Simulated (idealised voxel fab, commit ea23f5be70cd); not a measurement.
This is a process module. Its name is voxel self aligned contacts.
In the cross-section labelled cut, the width is 260 nm and each square cell is 5 nm.
Just so we're on the same page, the cross-sections are grids of square cells, and they're listed out in bands top to bottom, each band one or more rows deep. Band entry format. Leading values: height of top, height of bottom, nm. Remainder: materials in left-to-right order, each with its width in nm. Special words: "full width" on a single material, which then fills the band edge to edge; "air", empty space. Heights from 0 (as-received wafer is one material below). Bottom band endless downward, as "z 0 and below". So if you see something like "30->40" for the width, read it as the top row of the band sitting at the first number and the bottom row at the second, with every row in between moving by the same amount as the last. No cell of the cross-section changed in a step that is given as "remained the same". Empty spaces counting at least 8 cells and having no open way to the top are listed in "Closed void list". The notation width x height at distance is used for each, the distance being from the left edge and all three values in nm. If you see something after the settings on a step's line, that's the simulator's own remark about that step. If you see "overlay nm" on a step's line and that step has a mask, it's telling you how far right of where it was planned the mask ended up; a negative number means it went left instead.

The following list gives the planned process steps:
step 1: RECEIVE | material Si
step 2: OXIDIZE | depth nm 5
step 3: DIRECTIONAL_DEP | material polySi | thk nm 30
step 4: DIRECTIONAL_DEP | material SiN | thk nm 15
step 5: MASKED_ETCH | tone cover | mask id GATE | width nm 25 | pitch nm 60 | etch materials SiN | depth nm 15 | overlay nm 0
step 6: MASKED_ETCH | tone cover | mask id GATE | width nm 25 | pitch nm 60 | etch materials polySi | depth nm 30 | overlay nm 0
step 7: CONFORMAL_DEP | material SiN | thk nm 5
step 8: DIRECTIONAL_ETCH | etch materials SiN | depth nm 5
step 9: FILL_DEP | material SiO2 | thk nm 20
step 10: CMP | height nm 55
step 11: MASKED_ETCH | tone open | mask id CONTACT | width nm 45 | etch materials SiO2 | depth nm 60 | overlay nm 0
step 12: CONFORMAL_DEP | material TiN | thk nm 5
step 13: FILL_DEP | material W | thk nm 10
step 14: CMP | height nm 55
step 15: CONFORMAL_DEP | material SiN | thk nm 5

As-received wafer cross-section (after step 1):
	z 0 and below: Si full width
	Closed void list: none

Final cross-section, module run with one mistake (start and plan as above):
	z 60 to 55: SiN full width
	z 55 to 35: SiO2: 80 | SiN: 5 | polySi: 25 | SiN: 5 | TiN: 5 | W: 15 | TiN: 5 | SiN: 5 | polySi: 25 | SiN: 5 | SiO2: 85
	z 35 to 30: SiO2: 80 | SiN: 5 | polySi: 25 | SiN: 5 | TiN: 25 | SiN: 5 | polySi: 25 | SiN: 5 | SiO2: 85
	z 30 to 0: polySi full width
	z 0 to -5: SiO2 full width
	z -5 and below: Si full width
	Closed void list: none
The plan and the run diverged here: heads up, step 3 of the plan got done twice
